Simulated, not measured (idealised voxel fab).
Title: Process Module voxel transistor to metal
Square cells of 5 nm make up the cross-section cut, whose width is 180 nm.
Bands, listed from the top down, are how a cross-section gets written in this document; the cross-section itself is a grid of square cells, and a band is one or more rows of them. The band entry comprises the height of the band's top followed by the height of its bottom, expressed in nm, and subsequently the band's materials from left to right, each stated together with its width in nm. Where a single material is marked with the word "edge to edge", that material fills the band from edge to edge. The word "air" represents empty space. Where do heights start? At 0: under that level the wafer as delivered is made of one material only. And the lowest band has no floor; it just carries on downward, as in "0 nm and below". The notation "30..40" denotes a width that varies across the rows of cells in the band, beginning at the first number in the top row, finishing at the second number in the bottom row, and changing by an identical amount from each row to the next. The cross-section has no changed cell in any step marked "nothing got changed". So "Enclosed voids" is basically the list of trapped voids: any empty space of 8 cells or more that can't reach the top through an opening. They're written width x height at distance, the distance being from the left edge, and it's all nm. Note: text after step settings on the step line = simulator remark on that step. "overlay nm" denotes, for a step that has a mask, the displacement of the mask to the right of its planned place, with negative values corresponding to the left.
### Planned step list for the process
1,RECEIVE | material Si
2,CONFORMAL_DEP | material SiO2 | thk nm 5
3,CONFORMAL_DEP | material SiN | thk nm 10
4,MASKED_ETCH | tone cover | mask id ACTIVE | width nm 115 | etch materials SiN | depth nm 10 | overlay nm 0
5,MASKED_ETCH | tone cover | mask id ACTIVE | width nm 115 | etch materials SiO2 | depth nm 5 | overlay nm 0
6,MASKED_ETCH | tone cover | mask id ACTIVE | width nm 115 | etch materials Si | depth nm 30 | overlay nm 0
7,OXIDIZE | depth nm 5
8,FILL_DEP | material SiO2 | thk nm 10
9,CMP | height nm 15
10,SELECTIVE_ETCH | etch materials SiO2 | depth nm 5
11,STRIP | etch materials SiN
12,SELECTIVE_ETCH | etch materials SiO2 | depth nm 5
13,OXIDIZE | depth nm 5
14,DIRECTIONAL_DEP | material polySi | thk nm 30
15,DIRECTIONAL_DEP | material SiCN | thk nm 15
16,MASKED_ETCH | tone cover | mask id GATE | width nm 25 | etch materials SiCN | depth nm 25 | overlay nm 0
17,MASKED_ETCH | tone cover | mask id GATE | width nm 25 | etch materials polySi | depth nm 40 | overlay nm 0
18,CONFORMAL_DEP | material SiO2 | thk nm 5
19,DIRECTIONAL_ETCH | etch materials SiO2 | depth nm 5
20,CONFORMAL_DEP | material SiN | thk nm 10
21,DIRECTIONAL_ETCH | etch materials SiN | depth nm 10
22,DIRECTIONAL_ETCH | etch materials SiO2 | depth nm 5
23,EPI | material SiGe | thk nm 5
24,FILL_DEP | material SiO2 | thk nm 5
25,CMP | height nm 45
26,DIRECTIONAL_DEP | material SiO2 | thk nm 10
27,PATTERN | tone open | mask id CONTACT | material resist | width nm 35 | pitch nm 70 | thk nm 15 | overlay nm 0
28,DIRECTIONAL_ETCH | etch materials SiO2 | depth nm 55
29,STRIP | etch materials resist
30,CONFORMAL_DEP | material TiN | thk nm 5
31,FILL_DEP | material Ru | thk nm 10
32,CMP | height nm 55
33,CONFORMAL_DEP | material SiCN | thk nm 5
34,DIRECTIONAL_DEP | material SiO2 | thk nm 25
35,PATTERN | tone open | mask id METAL_1 | material resist | width nm 20 | pitch nm 85 | thk nm 15 | overlay nm 0
36,DIRECTIONAL_ETCH | etch materials SiO2 | depth nm 25
37,DIRECTIONAL_ETCH | etch materials SiCN | depth nm 5
38,STRIP | etch materials resist
39,CONFORMAL_DEP | material TiN | thk nm 5
40,FILL_DEP | material Ru | thk nm 5
41,CMP | height nm 85
42,CONFORMAL_DEP | material SiCN | thk nm 5
43,DIRECTIONAL_DEP | material lowk | thk nm 30
44,PATTERN | tone open | mask id METAL_2 | material resist | width nm 20 | pitch nm 85 | thk nm 15 | overlay nm 0
45,DIRECTIONAL_ETCH | etch materials lowk | depth nm 15
46,STRIP | etch materials resist
47,DIRECTIONAL_DEP | material aC | thk nm 10
48,PATTERN | tone open | mask id METAL_2_HOLES | material resist | width nm 15 | pitch nm 85 | thk nm 25 | overlay nm 0
49,DIRECTIONAL_ETCH | etch materials aC | depth nm 10
50,STRIP | etch materials resist
51,DIRECTIONAL_ETCH | etch materials lowk | depth nm 15
52,DIRECTIONAL_ETCH | etch materials SiCN | depth nm 5
53,STRIP | etch materials aC
54,CONFORMAL_DEP | material TiN | thk nm 5
55,FILL_DEP | material Ru | thk nm 5
56,CMP | height nm 120
57,CONFORMAL_DEP | material SiCN | thk nm 5
### The first of the two wafers, which ran as planned
### This is the cross-section of the wafer as we received it, i.e. after step 1
  0 nm and below: Si edge to edge
  Enclosed voids: none
### Cross-sectional representation of the wafer at the conclusion of step 2
  5 nm to 0 nm: SiO2 edge to edge
  Below 0 it's all the same as before, nothing changed down there.
### Cross-sectional representation of the wafer at the conclusion of step 3
  15 nm to 5 nm: SiN edge to edge
  Below 5 it's all the same as before, nothing changed down there.
### Cross-sectional representation of the wafer at the conclusion of step 4
  15 nm to 5 nm: 30 of air, then 115 of SiN, then 35 of air
  Below 5 it's all the same as before, nothing changed down there.
### Cross-sectional representation of the wafer at the conclusion of step 5
  15 nm to 5 nm: 30 of air, then 115 of SiN, then 35 of air
  5 nm to 0 nm: 30 of air, then 115 of SiO2, then 35 of air
  Below 0 it's all the same as before, nothing changed down there.
### Cross-sectional representation of the wafer at the conclusion of step 6
  15 nm to 5 nm: 30 of air, then 115 of SiN, then 35 of air
  5 nm to 0 nm: 30 of air, then 115 of SiO2, then 35 of air
  0 nm to -30 nm: 30 of air, then 115 of Si, then 35 of air
  Below -30 it's all the same as before, nothing changed down there.
### Cross-sectional representation of the wafer at the conclusion of step 7
  15 nm to 5 nm: 30 of air, then 115 of SiN, then 35 of air
  5 nm to 0 nm: 30 of air, then 115 of SiO2, then 35 of air
  0 nm to -30 nm: 30 of air, then 5 of SiO2, then 105 of Si, then 5 of SiO2, then 35 of air
  -30 nm to -35 nm: 35 of SiO2, then 105 of Si, then 40 of SiO2
  Below -35 it's all the same as before, nothing changed down there.
### Cross-sectional representation of the wafer at the conclusion of step 8
  25 nm to 15 nm: SiO2 edge to edge
  15 nm to 5 nm: 30 of SiO2, then 115 of SiN, then 35 of SiO2
  5 nm to 0 nm: SiO2 edge to edge
  0 nm to -35 nm: 35 of SiO2, then 105 of Si, then 40 of SiO2
  Below -35 it's all the same as before, nothing changed down there.
### Cross-sectional representation of the wafer at the conclusion of step 9
  15 nm to 5 nm: 30 of SiO2, then 115 of SiN, then 35 of SiO2
  Below 5 it's all the same as before, nothing changed down there.
### Cross-sectional representation of the wafer at the conclusion of step 10
  15 nm to 10 nm: 30 of air, then 115 of SiN, then 35 of air
  Below 10 it's all the same as before, nothing changed down there.
### Cross-sectional representation of the wafer at the conclusion of step 11
  10 nm to 5 nm: 30 of SiO2, then 115 of air, then 35 of SiO2
  Below 5 it's all the same as before, nothing changed down there.
### Cross-sectional representation of the wafer at the conclusion of step 12
  5 nm to 0 nm: 25 of SiO2, then 125 of air, then 30 of SiO2
  Below 0 it's all the same as before, nothing changed down there.
### Cross-sectional representation of the wafer at the conclusion of step 13
  5 nm to 0 nm: 25 of SiO2, then 125 of air, then 30 of SiO2
  0 nm to -5 nm: SiO2 edge to edge
  Below -5 it's all the same as before, nothing changed down there.
### Cross-sectional representation of the wafer at the conclusion of step 14
  35 nm to 30 nm: 25 of polySi, then 125 of air, then 30 of polySi
  30 nm to 5 nm: polySi edge to edge
  5 nm to 0 nm: 25 of SiO2, then 125 of polySi, then 30 of SiO2
  Below 0 it's all the same as before, nothing changed down there.
### Cross-sectional representation of the wafer at the conclusion of step 15
  50 nm to 45 nm: 25 of SiCN, then 125 of air, then 30 of SiCN
  45 nm to 35 nm: SiCN edge to edge
  35 nm to 30 nm: 25 of polySi, then 125 of SiCN, then 30 of polySi
  Below 30 it's all the same as before, nothing changed down there.
### Cross-sectional representation of the wafer at the conclusion of step 16
  45 nm to 35 nm: 75 of air, then 25 of SiCN, then 80 of air
  35 nm to 30 nm: 25 of polySi, then 50 of air, then 25 of SiCN, then 50 of air, then 30 of polySi
  Below 30 it's all the same as before, nothing changed down there.
### Cross-sectional representation of the wafer at the conclusion of step 17
  45 nm to 30 nm: 75 of air, then 25 of SiCN, then 80 of air
  30 nm to 5 nm: 75 of air, then 25 of polySi, then 80 of air
  5 nm to 0 nm: 25 of SiO2, then 50 of air, then 25 of polySi, then 50 of air, then 30 of SiO2
  Below 0 it's all the same as before, nothing changed down there.
### Cross-sectional representation of the wafer at the conclusion of step 18
  50 nm to 45 nm: 70 of air, then 35 of SiO2, then 75 of air
  45 nm to 30 nm: 70 of air, then 5 of SiO2, then 25 of SiCN, then 5 of SiO2, then 75 of air
  30 nm to 10 nm: 70 of air, then 5 of SiO2, then 25 of polySi, then 5 of SiO2, then 75 of air
  10 nm to 5 nm: 30 of SiO2, then 40 of air, then 5 of SiO2, then 25 of polySi, then 5 of SiO2, then 40 of air, then 35 of SiO2
  5 nm to 0 nm: 75 of SiO2, then 25 of polySi, then 80 of SiO2
  Below 0 it's all the same as before, nothing changed down there.
### Cross-sectional representation of the wafer at the conclusion of step 19
  45 nm to 30 nm: 70 of air, then 5 of SiO2, then 25 of SiCN, then 5 of SiO2, then 75 of air
  30 nm to 5 nm: 70 of air, then 5 of SiO2, then 25 of polySi, then 5 of SiO2, then 75 of air
  5 nm to 0 nm: 30 of SiO2, then 40 of air, then 5 of SiO2, then 25 of polySi, then 5 of SiO2, then 40 of air, then 35 of SiO2
  Below 0 it's all the same as before, nothing changed down there.
### Cross-sectional representation of the wafer at the conclusion of step 20
  55 nm to 45 nm: 60 of air, then 55 of SiN, then 65 of air
  45 nm to 30 nm: 60 of air, then 10 of SiN, then 5 of SiO2, then 25 of SiCN, then 5 of SiO2, then 10 of SiN, then 65 of air
  30 nm to 15 nm: 60 of air, then 10 of SiN, then 5 of SiO2, then 25 of polySi, then 5 of SiO2, then 10 of SiN, then 65 of air
  15 nm to 10 nm: 40 of SiN, then 20 of air, then 10 of SiN, then 5 of SiO2, then 25 of polySi, then 5 of SiO2, then 10 of SiN, then 20 of air, then 45 of SiN
  10 nm to 5 nm: 70 of SiN, then 5 of SiO2, then 25 of polySi, then 5 of SiO2, then 75 of SiN
  5 nm to 0 nm: 30 of SiO2, then 40 of SiN, then 5 of SiO2, then 25 of polySi, then 5 of SiO2, then 40 of SiN, then 35 of SiO2
  Below 0 it's all the same as before, nothing changed down there.
### Cross-sectional representation of the wafer at the conclusion of step 21
  45 nm to 30 nm: 60 of air, then 10 of SiN, then 5 of SiO2, then 25 of SiCN, then 5 of SiO2, then 10 of SiN, then 65 of air
  30 nm to 5 nm: 60 of air, then 10 of SiN, then 5 of SiO2, then 25 of polySi, then 5 of SiO2, then 10 of SiN, then 65 of air
  5 nm to 0 nm: 30 of SiO2, then 10 of SiN, then 20 of air, then 10 of SiN, then 5 of SiO2, then 25 of polySi, then 5 of SiO2, then 10 of SiN, then 20 of air, then 10 of SiN, then 35 of SiO2
  Below 0 it's all the same as before, nothing changed down there.
### Cross-sectional representation of the wafer at the conclusion of step 22
  45 nm to 40 nm: 60 of air, then 10 of SiN, then 5 of air, then 25 of SiCN, then 5 of air, then 10 of SiN, then 65 of air
  40 nm to 30 nm: 60 of air, then 10 of SiN, then 5 of SiO2, then 25 of SiCN, then 5 of SiO2, then 10 of SiN, then 65 of air
  30 nm to 5 nm: 60 of air, then 10 of SiN, then 5 of SiO2, then 25 of polySi, then 5 of SiO2, then 10 of SiN, then 65 of air
  5 nm to 0 nm: 30 of air, then 10 of SiN, then 20 of air, then 10 of SiN, then 5 of SiO2, then 25 of polySi, then 5 of SiO2, then 10 of SiN, then 20 of air, then 10 of SiN, then 35 of air
  0 nm to -5 nm: 40 of SiO2, then 20 of air, then 55 of SiO2, then 20 of air, then 45 of SiO2
  Below -5 it's all the same as before, nothing changed down there.
### Cross-sectional representation of the wafer at the conclusion of step 23
  45 nm to 40 nm: 60 of air, then 10 of SiN, then 5 of air, then 25 of SiCN, then 5 of air, then 10 of SiN, then 65 of air
  40 nm to 30 nm: 60 of air, then 10 of SiN, then 5 of SiO2, then 25 of SiCN, then 5 of SiO2, then 10 of SiN, then 65 of air
  30 nm to 5 nm: 60 of air, then 10 of SiN, then 5 of SiO2, then 25 of polySi, then 5 of SiO2, then 10 of SiN, then 65 of air
  5 nm to 0 nm: 30 of air, then 10 of SiN, then 20 of air, then 10 of SiN, then 5 of SiO2, then 25 of polySi, then 5 of SiO2, then 10 of SiN, then 20 of air, then 10 of SiN, then 35 of air
  0 nm to -5 nm: 40 of SiO2, then 20 of SiGe, then 55 of SiO2, then 20 of SiGe, then 45 of SiO2
  Below -5 it's all the same as before, nothing changed down there.
### Cross-sectional representation of the wafer at the conclusion of step 24
  50 nm to 45 nm: SiO2 edge to edge
  45 nm to 30 nm: 60 of SiO2, then 10 of SiN, then 5 of SiO2, then 25 of SiCN, then 5 of SiO2, then 10 of SiN, then 65 of SiO2
  30 nm to 5 nm: 60 of SiO2, then 10 of SiN, then 5 of SiO2, then 25 of polySi, then 5 of SiO2, then 10 of SiN, then 65 of SiO2
  5 nm to 0 nm: 30 of SiO2, then 10 of SiN, then 20 of SiO2, then 10 of SiN, then 5 of SiO2, then 25 of polySi, then 5 of SiO2, then 10 of SiN, then 20 of SiO2, then 10 of SiN, then 35 of SiO2
  Below 0 it's all the same as before, nothing changed down there.
### Cross-sectional representation of the wafer at the conclusion of step 25
  45 nm to 30 nm: 60 of SiO2, then 10 of SiN, then 5 of SiO2, then 25 of SiCN, then 5 of SiO2, then 10 of SiN, then 65 of SiO2
  Below 30 it's all the same as before, nothing changed down there.
### Cross-sectional representation of the wafer at the conclusion of step 26
  55 nm to 45 nm: SiO2 edge to edge
  Below 45 it's all the same as before, nothing changed down there.
### Cross-sectional representation of the wafer at the conclusion of step 27
  70 nm to 55 nm: 35 of resist, then 35 of air, then 35 of resist, then 35 of air, then 40 of resist
  Below 55 it's all the same as before, nothing changed down there.
### Cross-sectional representation of the wafer at the conclusion of step 28
  70 nm to 55 nm: 35 of resist, then 35 of air, then 35 of resist, then 35 of air, then 40 of resist
  55 nm to 45 nm: 35 of SiO2, then 35 of air, then 35 of SiO2, then 35 of air, then 40 of SiO2
  45 nm to 30 nm: 35 of SiO2, then 25 of air, then 10 of SiN, then 5 of SiO2, then 25 of SiCN, then 5 of SiO2, then 10 of SiN, then 25 of air, then 40 of SiO2
  30 nm to 5 nm: 35 of SiO2, then 25 of air, then 10 of SiN, then 5 of SiO2, then 25 of polySi, then 5 of SiO2, then 10 of SiN, then 25 of air, then 40 of SiO2
  5 nm to 0 nm: 30 of SiO2, then 10 of SiN, then 20 of air, then 10 of SiN, then 5 of SiO2, then 25 of polySi, then 5 of SiO2, then 10 of SiN, then 20 of air, then 10 of SiN, then 35 of SiO2
  Below 0 it's all the same as before, nothing changed down there.
### Cross-sectional representation of the wafer at the conclusion of step 29
  55 nm to 45 nm: 35 of SiO2, then 35 of air, then 35 of SiO2, then 35 of air, then 40 of SiO2
  Below 45 it's all the same as before, nothing changed down there.
### Cross-sectional representation of the wafer at the conclusion of step 30
  60 nm to 55 nm: 40 of TiN, then 25 of air, then 45 of TiN, then 25 of air, then 45 of TiN
  55 nm to 45 nm: 35 of SiO2, then 5 of TiN, then 25..15 of air, then 5..15 of TiN, then 35 of SiO2, then 5..15 of TiN, then 25..15 of air, then 5 of TiN, then 40 of SiO2
  45 nm to 30 nm: 35 of SiO2, then 5 of TiN, then 15 of air, then 5 of TiN, then 10 of SiN, then 5 of SiO2, then 25 of SiCN, then 5 of SiO2, then 10 of SiN, then 5 of TiN, then 15 of air, then 5 of TiN, then 40 of SiO2
  30 nm to 10 nm: 35 of SiO2, then 5 of TiN, then 15 of air, then 5 of TiN, then 10 of SiN, then 5 of SiO2, then 25 of polySi, then 5 of SiO2, then 10 of SiN, then 5 of TiN, then 15 of air, then 5 of TiN, then 40 of SiO2
  10 nm to 5 nm: 35 of SiO2, then 10 of TiN, then 10 of air, then 5 of TiN, then 10 of SiN, then 5 of SiO2, then 25 of polySi, then 5 of SiO2, then 10 of SiN, then 5 of TiN, then 10 of air, then 10 of TiN, then 40 of SiO2
  5 nm to 0 nm: 30 of SiO2, then 10 of SiN, then 20 of TiN, then 10 of SiN, then 5 of SiO2, then 25 of polySi, then 5 of SiO2, then 10 of SiN, then 20 of TiN, then 10 of SiN, then 35 of SiO2
  Below 0 it's all the same as before, nothing changed down there.
### Cross-sectional representation of the wafer at the conclusion of step 31
  70 nm to 60 nm: Ru edge to edge
  60 nm to 55 nm: 40 of TiN, then 25 of Ru, then 45 of TiN, then 25 of Ru, then 45 of TiN
  55 nm to 45 nm: 35 of SiO2, then 5 of TiN, then 25..15 of Ru, then 5..15 of TiN, then 35 of SiO2, then 5..15 of TiN, then 25..15 of Ru, then 5 of TiN, then 40 of SiO2
  45 nm to 30 nm: 35 of SiO2, then 5 of TiN, then 15 of Ru, then 5 of TiN, then 10 of SiN, then 5 of SiO2, then 25 of SiCN, then 5 of SiO2, then 10 of SiN, then 5 of TiN, then 15 of Ru, then 5 of TiN, then 40 of SiO2
  30 nm to 10 nm: 35 of SiO2, then 5 of TiN, then 15 of Ru, then 5 of TiN, then 10 of SiN, then 5 of SiO2, then 25 of polySi, then 5 of SiO2, then 10 of SiN, then 5 of TiN, then 15 of Ru, then 5 of TiN, then 40 of SiO2
  10 nm to 5 nm: 35 of SiO2, then 10 of TiN, then 10 of Ru, then 5 of TiN, then 10 of SiN, then 5 of SiO2, then 25 of polySi, then 5 of SiO2, then 10 of SiN, then 5 of TiN, then 10 of Ru, then 10 of TiN, then 40 of SiO2
  Below 5 it's all the same as before, nothing changed down there.
### Cross-sectional representation of the wafer at the conclusion of step 32
  55 nm to 45 nm: 35 of SiO2, then 5 of TiN, then 25..15 of Ru, then 5..15 of TiN, then 35 of SiO2, then 5..15 of TiN, then 25..15 of Ru, then 5 of TiN, then 40 of SiO2
  Below 45 it's all the same as before, nothing changed down there.
### Cross-sectional representation of the wafer at the conclusion of step 33
  60 nm to 55 nm: SiCN edge to edge
  Below 55 it's all the same as before, nothing changed down there.
### Cross-sectional representation of the wafer at the conclusion of step 34
  85 nm to 60 nm: SiO2 edge to edge
  Below 60 it's all the same as before, nothing changed down there.
### Cross-sectional representation of the wafer at the conclusion of step 35
  100 nm to 85 nm: 35 of resist, then 20 of air, then 65 of resist, then 20 of air, then 40 of resist
  Below 85 it's all the same as before, nothing changed down there.
### Cross-sectional representation of the wafer at the conclusion of step 36
  100 nm to 85 nm: 35 of resist, then 20 of air, then 65 of resist, then 20 of air, then 40 of resist
  85 nm to 60 nm: 35 of SiO2, then 20 of air, then 65 of SiO2, then 20 of air, then 40 of SiO2
  Below 60 it's all the same as before, nothing changed down there.
### Cross-sectional representation of the wafer at the conclusion of step 37
  100 nm to 85 nm: 35 of resist, then 20 of air, then 65 of resist, then 20 of air, then 40 of resist
  85 nm to 60 nm: 35 of SiO2, then 20 of air, then 65 of SiO2, then 20 of air, then 40 of SiO2
  60 nm to 55 nm: 35 of SiCN, then 20 of air, then 65 of SiCN, then 20 of air, then 40 of SiCN
  Below 55 it's all the same as before, nothing changed down there.
### Cross-sectional representation of the wafer at the conclusion of step 38
  85 nm to 60 nm: 35 of SiO2, then 20 of air, then 65 of SiO2, then 20 of air, then 40 of SiO2
  Below 60 it's all the same as before, nothing changed down there.
### Cross-sectional representation of the wafer at the conclusion of step 39
  90 nm to 85 nm: 40 of TiN, then 10 of air, then 75 of TiN, then 10 of air, then 45 of TiN
  85 nm to 60 nm: 35 of SiO2, then 5 of TiN, then 10 of air, then 5 of TiN, then 65 of SiO2, then 5 of TiN, then 10 of air, then 5 of TiN, then 40 of SiO2
  60 nm to 55 nm: 35 of SiCN, then 20 of TiN, then 65 of SiCN, then 20 of TiN, then 40 of SiCN
  Below 55 it's all the same as before, nothing changed down there.
### Cross-sectional representation of the wafer at the conclusion of step 40
  95 nm to 90 nm: Ru edge to edge
  90 nm to 85 nm: 40 of TiN, then 10 of Ru, then 75 of TiN, then 10 of Ru, then 45 of TiN
  85 nm to 60 nm: 35 of SiO2, then 5 of TiN, then 10 of Ru, then 5 of TiN, then 65 of SiO2, then 5 of TiN, then 10 of Ru, then 5 of TiN, then 40 of SiO2
  Below 60 it's all the same as before, nothing changed down there.
### Cross-sectional representation of the wafer at the conclusion of step 41
  85 nm to 60 nm: 35 of SiO2, then 5 of TiN, then 10 of Ru, then 5 of TiN, then 65 of SiO2, then 5 of TiN, then 10 of Ru, then 5 of TiN, then 40 of SiO2
  Below 60 it's all the same as before, nothing changed down there.
### Cross-sectional representation of the wafer at the conclusion of step 42
  90 nm to 85 nm: SiCN edge to edge
  Below 85 it's all the same as before, nothing changed down there.
### Cross-sectional representation of the wafer at the conclusion of step 43
  120 nm to 90 nm: lowk edge to edge
  Below 90 it's all the same as before, nothing changed down there.
### Cross-sectional representation of the wafer at the conclusion of step 44
  135 nm to 120 nm: 35 of resist, then 20 of air, then 65 of resist, then 20 of air, then 40 of resist
  Below 120 it's all the same as before, nothing changed down there.
### Cross-sectional representation of the wafer at the conclusion of step 45
  135 nm to 120 nm: 35 of resist, then 20 of air, then 65 of resist, then 20 of air, then 40 of resist
  120 nm to 105 nm: 35 of lowk, then 20 of air, then 65 of lowk, then 20 of air, then 40 of lowk
  Below 105 it's all the same as before, nothing changed down there.
### Cross-sectional representation of the wafer at the conclusion of step 46
  120 nm to 105 nm: 35 of lowk, then 20 of air, then 65 of lowk, then 20 of air, then 40 of lowk
  Below 105 it's all the same as before, nothing changed down there.
### Cross-sectional representation of the wafer at the conclusion of step 47
  130 nm to 120 nm: 35 of aC, then 20 of air, then 65 of aC, then 20 of air, then 40 of aC
  120 nm to 115 nm: 35 of lowk, then 20 of air, then 65 of lowk, then 20 of air, then 40 of lowk
  115 nm to 105 nm: 35 of lowk, then 20 of aC, then 65 of lowk, then 20 of aC, then 40 of lowk
  Below 105 it's all the same as before, nothing changed down there.
### Cross-sectional representation of the wafer at the conclusion of step 48
  155 nm to 130 nm: 35 of resist, then 15 of air, then 70 of resist, then 15 of air, then 45 of resist
  130 nm to 120 nm: 35 of aC, then 15 of air, then 5 of resist, then 65 of aC, then 15 of air, then 5 of resist, then 40 of aC
  120 nm to 115 nm: 35 of lowk, then 15 of air, then 5 of resist, then 65 of lowk, then 15 of air, then 5 of resist, then 40 of lowk
  Below 115 it's all the same as before, nothing changed down there.
### Cross-sectional representation of the wafer at the conclusion of step 49
  145 nm to 130 nm: 35 of resist, then 15 of air, then 70 of resist, then 15 of air, then 45 of resist
  130 nm to 120 nm: 35 of aC, then 15 of air, then 5 of resist, then 65 of aC, then 15 of air, then 5 of resist, then 40 of aC
  120 nm to 115 nm: 35 of lowk, then 15 of air, then 5 of resist, then 65 of lowk, then 15 of air, then 5 of resist, then 40 of lowk
  115 nm to 105 nm: 35 of lowk, then 15 of air, then 5 of aC, then 65 of lowk, then 15 of air, then 5 of aC, then 40 of lowk
  Below 105 it's all the same as before, nothing changed down there.
### Cross-sectional representation of the wafer at the conclusion of step 50
  130 nm to 120 nm: 35 of aC, then 20 of air, then 65 of aC, then 20 of air, then 40 of aC
  120 nm to 115 nm: 35 of lowk, then 20 of air, then 65 of lowk, then 20 of air, then 40 of lowk
  Below 115 it's all the same as before, nothing changed down there.
### Cross-sectional representation of the wafer at the conclusion of step 51
  130 nm to 120 nm: 35 of aC, then 20 of air, then 65 of aC, then 20 of air, then 40 of aC
  120 nm to 115 nm: 35 of lowk, then 20 of air, then 65 of lowk, then 20 of air, then 40 of lowk
  115 nm to 105 nm: 35 of lowk, then 15 of air, then 5 of aC, then 65 of lowk, then 15 of air, then 5 of aC, then 40 of lowk
  105 nm to 90 nm: 35 of lowk, then 15 of air, then 70 of lowk, then 15 of air, then 45 of lowk
  Below 90 it's all the same as before, nothing changed down there.
### Cross-sectional representation of the wafer at the conclusion of step 52
  130 nm to 120 nm: 35 of aC, then 20 of air, then 65 of aC, then 20 of air, then 40 of aC
  120 nm to 115 nm: 35 of lowk, then 20 of air, then 65 of lowk, then 20 of air, then 40 of lowk
  115 nm to 105 nm: 35 of lowk, then 15 of air, then 5 of aC, then 65 of lowk, then 15 of air, then 5 of aC, then 40 of lowk
  105 nm to 90 nm: 35 of lowk, then 15 of air, then 70 of lowk, then 15 of air, then 45 of lowk
  90 nm to 85 nm: 35 of SiCN, then 15 of air, then 70 of SiCN, then 15 of air, then 45 of SiCN
  Below 85 it's all the same as before, nothing changed down there.
### Cross-sectional representation of the wafer at the conclusion of step 53
  120 nm to 105 nm: 35 of lowk, then 20 of air, then 65 of lowk, then 20 of air, then 40 of lowk
  Below 105 it's all the same as before, nothing changed down there.
### Cross-sectional representation of the wafer at the conclusion of step 54
  125 nm to 120 nm: 40 of TiN, then 10 of air, then 75 of TiN, then 10 of air, then 45 of TiN
  120 nm to 110 nm: 35 of lowk, then 5 of TiN, then 10 of air, then 5 of TiN, then 65 of lowk, then 5 of TiN, then 10 of air, then 5 of TiN, then 40 of lowk
  110 nm to 105 nm: 35 of lowk, then 5 of TiN, then 5 of air, then 10 of TiN, then 65 of lowk, then 5 of TiN, then 5 of air, then 10 of TiN, then 40 of lowk
  105 nm to 90 nm: 35 of lowk, then 5 of TiN, then 5 of air, then 5 of TiN, then 70 of lowk, then 5 of TiN, then 5 of air, then 5 of TiN, then 45 of lowk
  90 nm to 85 nm: 35 of SiCN, then 15 of TiN, then 70 of SiCN, then 15 of TiN, then 45 of SiCN
  Below 85 it's all the same as before, nothing changed down there.
### Cross-sectional representation of the wafer at the conclusion of step 55
  130 nm to 125 nm: Ru edge to edge
  125 nm to 120 nm: 40 of TiN, then 10 of Ru, then 75 of TiN, then 10 of Ru, then 45 of TiN
  120 nm to 110 nm: 35 of lowk, then 5 of TiN, then 10 of Ru, then 5 of TiN, then 65 of lowk, then 5 of TiN, then 10 of Ru, then 5 of TiN, then 40 of lowk
  110 nm to 105 nm: 35 of lowk, then 5 of TiN, then 5 of Ru, then 10 of TiN, then 65 of lowk, then 5 of TiN, then 5 of Ru, then 10 of TiN, then 40 of lowk
  105 nm to 90 nm: 35 of lowk, then 5 of TiN, then 5 of Ru, then 5 of TiN, then 70 of lowk, then 5 of TiN, then 5 of Ru, then 5 of TiN, then 45 of lowk
  Below 90 it's all the same as before, nothing changed down there.
### Cross-sectional representation of the wafer at the conclusion of step 56
  120 nm to 110 nm: 35 of lowk, then 5 of TiN, then 10 of Ru, then 5 of TiN, then 65 of lowk, then 5 of TiN, then 10 of Ru, then 5 of TiN, then 40 of lowk
  Below 110 it's all the same as before, nothing changed down there.
### Cross-sectional representation of the wafer at the conclusion of step 57
  125 nm to 120 nm: SiCN edge to edge
  Below 120 it's all the same as before, nothing changed down there.
### Second of two: same start, same plan, one run error; steps up to and including 54 match the first
### Second wafer shown in cross-section at the time step 55 was slated to end
  130 nm to 125 nm: lowk edge to edge
  125 nm to 120 nm: 40 of TiN, then 10 of lowk, then 75 of TiN, then 10 of lowk, then 45 of TiN
  120 nm to 110 nm: 35 of lowk, then 5 of TiN, then 10 of lowk, then 5 of TiN, then 65 of lowk, then 5 of TiN, then 10 of lowk, then 5 of TiN, then 40 of lowk
  110 nm to 105 nm: 35 of lowk, then 5 of TiN, then 5 of lowk, then 10 of TiN, then 65 of lowk, then 5 of TiN, then 5 of lowk, then 10 of TiN, then 40 of lowk
  105 nm to 90 nm: 35 of lowk, then 5 of TiN, then 5 of lowk, then 5 of TiN, then 70 of lowk, then 5 of TiN, then 5 of lowk, then 5 of TiN, then 45 of lowk
  Below 90 it's all the same as before, nothing changed down there.
### Second wafer shown in cross-section at the time step 56 was slated to end
  120 nm to 110 nm: 35 of lowk, then 5 of TiN, then 10 of lowk, then 5 of TiN, then 65 of lowk, then 5 of TiN, then 10 of lowk, then 5 of TiN, then 40 of lowk
  Below 110 it's all the same as before, nothing changed down there.
### Second wafer shown in cross-section at the time step 57 was slated to end
  125 nm to 120 nm: SiCN edge to edge
  Below 120 it's all the same as before, nothing changed down there.
The mistake made against the process plan was this: step 55 ran differently from the plan; actual operation with settings: FILL_DEP | material lowk | thk nm 5
Final tally in cells, some materials are higher or lower on the second wafer than on the first: -16 Ru, +16 lowk
